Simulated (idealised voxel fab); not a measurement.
process module | voxel capacitor over wiring
cross-section cut | 200 nm wide | cells 5 nm
A cross-section is a grid of square cells, given in bands from the top down. A band is one or more rows of cells.
Each band's line starts with the height of the band's top and of its bottom, in nm. Then come its materials from left to right, each with its width in nm. One material with "throughout" fills the band from edge to edge. "air" is empty space.
Height 0 is the level under which the wafer as received is all one material. The lowest band goes on downwards, as in "0 down".
A width such as "30 to 40" changes by the same amount from each row of cells to the next, from the band's top row to its bottom row.
"no change" after a step means that no cell of the cross-section changed.
closed voids: empty space of 8 cells or more with no open way to the top, each as width x height at its distance from the left edge, in nm
after a step's settings: what the simulator itself notes on the step
overlay nm, on a step with a mask: how far to the right of its planned place the mask lay; to the left if negative
plan
1 op RECEIVE | material Si
2 op CONFORMAL_DEP | material SiO2 | thk nm 10
3 op DIRECTIONAL_DEP | material TiN | thk nm 5
4 op DIRECTIONAL_DEP | material W | thk nm 15
5 op MASKED_ETCH | tone cover | mask id METAL_1 | width nm 30 | pitch nm 90 | etch materials W | depth nm 15 | overlay nm 0
6 op MASKED_ETCH | tone cover | mask id METAL_1 | width nm 30 | pitch nm 90 | etch materials TiN | depth nm 5 | overlay nm 0
7 op CONFORMAL_DEP | material SiCN | thk nm 5
8 op FILL_DEP | material lowk | thk nm 10
9 op CMP | height nm 30
10 op CONFORMAL_DEP | material SiCN | thk nm 5
11 op DIRECTIONAL_DEP | material lowk | thk nm 10
12 op PATTERN | tone open | mask id PLUG_1 | material resist | width nm 15 | thk nm 15 | overlay nm 0
13 op DIRECTIONAL_ETCH | etch materials lowk | depth nm 10
14 op DIRECTIONAL_ETCH | etch materials SiCN | depth nm 5
15 op STRIP | etch materials resist
16 op EPI | material Ru | thk nm 10
17 op EPI | material Ru | thk nm 5
18 op DIRECTIONAL_DEP | material TiN | thk nm 5
19 op DIRECTIONAL_DEP | material HfO2 | thk nm 5
20 op DIRECTIONAL_DEP | material TiN | thk nm 10
21 op DIRECTIONAL_DEP | material aC | thk nm 10
22 op PATTERN | tone cover | mask id UPPER_PLATE | material resist | width nm 65 | thk nm 25 | overlay nm 0
23 op DIRECTIONAL_ETCH | etch materials aC | depth nm 10
24 op STRIP | etch materials resist
25 op DIRECTIONAL_ETCH | etch materials TiN | depth nm 10
26 op DIRECTIONAL_ETCH | etch materials HfO2 | depth nm 5
27 op STRIP | etch materials aC
28 op PATTERN | tone cover | mask id LOWER_PLATE | material resist | width nm 75 | thk nm 20 | overlay nm 0
29 op DIRECTIONAL_ETCH | etch materials TiN | depth nm 5
30 op STRIP | etch materials resist
31 op FILL_DEP | material SiO2 | thk nm 20
32 op CMP | height nm 80
33 op DIRECTIONAL_DEP | material aC | thk nm 10
34 op PATTERN | tone open | mask id PLUG_2 | material resist | width nm 15 | thk nm 30 | overlay nm 0
35 op DIRECTIONAL_ETCH | etch materials aC | depth nm 10
36 op STRIP | etch materials resist
37 op DIRECTIONAL_ETCH | etch materials SiO2 | depth nm 15
38 op STRIP | etch materials aC
39 op CONFORMAL_DEP | material TiN | thk nm 5
40 op FILL_DEP | material Cu | thk nm 5
41 op CMP | height nm 80
42 op CONFORMAL_DEP | material SiCN | thk nm 5
as received, after step 1
  0 down: Si throughout
  closed voids: none
a wafer at the end: this start, this plan, one mistake
  85 to 80: SiCN throughout
  80 to 65: Cu throughout
  65 to 55: Cu 55 | TiN 65 | Cu 80
  55 to 50: Cu 55 | HfO2 65 | Cu 80
  50 to 45: Cu 50 | TiN 75 | Cu 75
  45 to 35: lowk 55 | Ru 15 | lowk 130
  35 to 30: SiCN 55 | Ru 15 | SiCN 130
  30 to 15: lowk 35 | SiCN 5 | W 30 | SiCN 5 | lowk 50 | SiCN 5 | W 30 | SiCN 5 | lowk 35
  15 to 10: SiCN 40 | TiN 30 | SiCN 60 | TiN 30 | SiCN 40
  10 to 0: SiO2 throughout
  0 down: Si throughout
  closed voids: none
what went wrong: step 31 ran as: op FILL_DEP | material Cu | thk nm 20
